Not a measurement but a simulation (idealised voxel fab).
process module | voxel released beams
Square cell edge 5 nm, section width 250 nm, ID cut.
How to read a cross-section here: the picture is a grid of square cells, written as bands going from the top down, and any band can span one or more rows of cells. What a band's entry tells you: where the top is and where the bottom is, as heights in nm, and after that what lies inside, material by material from left to right, each with its width in nm. Empty space is written as the word "air", and a single material marked with the word "all across" occupies the band from edge to edge. Below 0: as-received wafer, all one material; heights counted from there. Lowest band: no bottom, goes on down, written "0 and below". Width spec "30 to 40" -> top row of cells at first value, bottom row at second value, equal per-row change in between. No cell of the cross-section changed in a step that is given as "left unchanged". In the "Fully closed voids" entry, you get each enclosed empty space of 8 cells or more, one with no open way to the top, written width x height at distance, distance from the left edge, in nm. Heads up: the bit after the settings on a step's line is the simulator's remark on that step. overlay nm: right-of-plan distance of the mask on a masked step; negative values mean left-of-plan.

# List of planned process steps
1. RECEIVE: material Si
2. CONFORMAL_DEP: material SiN, thk nm 10
3. DIRECTIONAL_DEP: material SiO2, thk nm 10
4. PATTERN: tone open, mask id ANCHOR, material resist, width nm 25, thk nm 15, overlay nm -15
5. DIRECTIONAL_ETCH: etch materials SiO2, depth nm 10
6. STRIP: etch materials resist
7. CONFORMAL_DEP: material polySi, thk nm 10
8. PATTERN: tone cover, mask id BEAM, material resist, width nm 100, thk nm 20, overlay nm 0
9. DIRECTIONAL_ETCH: etch materials polySi, depth nm 10
10. STRIP: etch materials resist
11. STRIP: etch materials SiO2
Wafer-to-wafer difference: overlay nm, step 4. Common start. Plan = first wafer's value.

# As received, i.e. after step 1: cross-section through the first of several wafers
  0 and below = Si all across
  Fully closed voids: none

# Take a look at the first of several wafers in cross-section: the module is done, and step 11 was its last step
  30 down to 20 = air (75), then polySi (95), then air (80)
  20 down to 10 = air (60), then polySi (25), then air (165)
  10 down to 0 = SiN all across
  0 and below = Si all across
  Fully closed voids: none

# Here we cross-sectioned the last of the wafers once the module was done
  30 down to 20 = air (70), then polySi (30), then air (5), then polySi (65), then air (80)
  20 down to 10 = air (90), then polySi (25), then air (135)
  10 down to 0 = SiN all across
  0 and below = Si all across
  Fully closed voids: none

# Each row below is a wafer at the end of the module, listing for every material the number of cells it has gained (+) or lost (-) since it was received, followed by its closed voids
overlay nm -15 | +100 SiN | +48 polySi | Fully closed voids: none
overlay nm -10 | +100 SiN | +48 polySi | Fully closed voids: none
overlay nm -5 | +100 SiN | +48 polySi | Fully closed voids: none
overlay nm 0 | +100 SiN | +48 polySi | Fully closed voids: none
overlay nm 5 | +100 SiN | +48 polySi | Fully closed voids: none
overlay nm 10 | +100 SiN | +48 polySi | Fully closed voids: none
overlay nm 15 | +100 SiN | +48 polySi | Fully closed voids: none
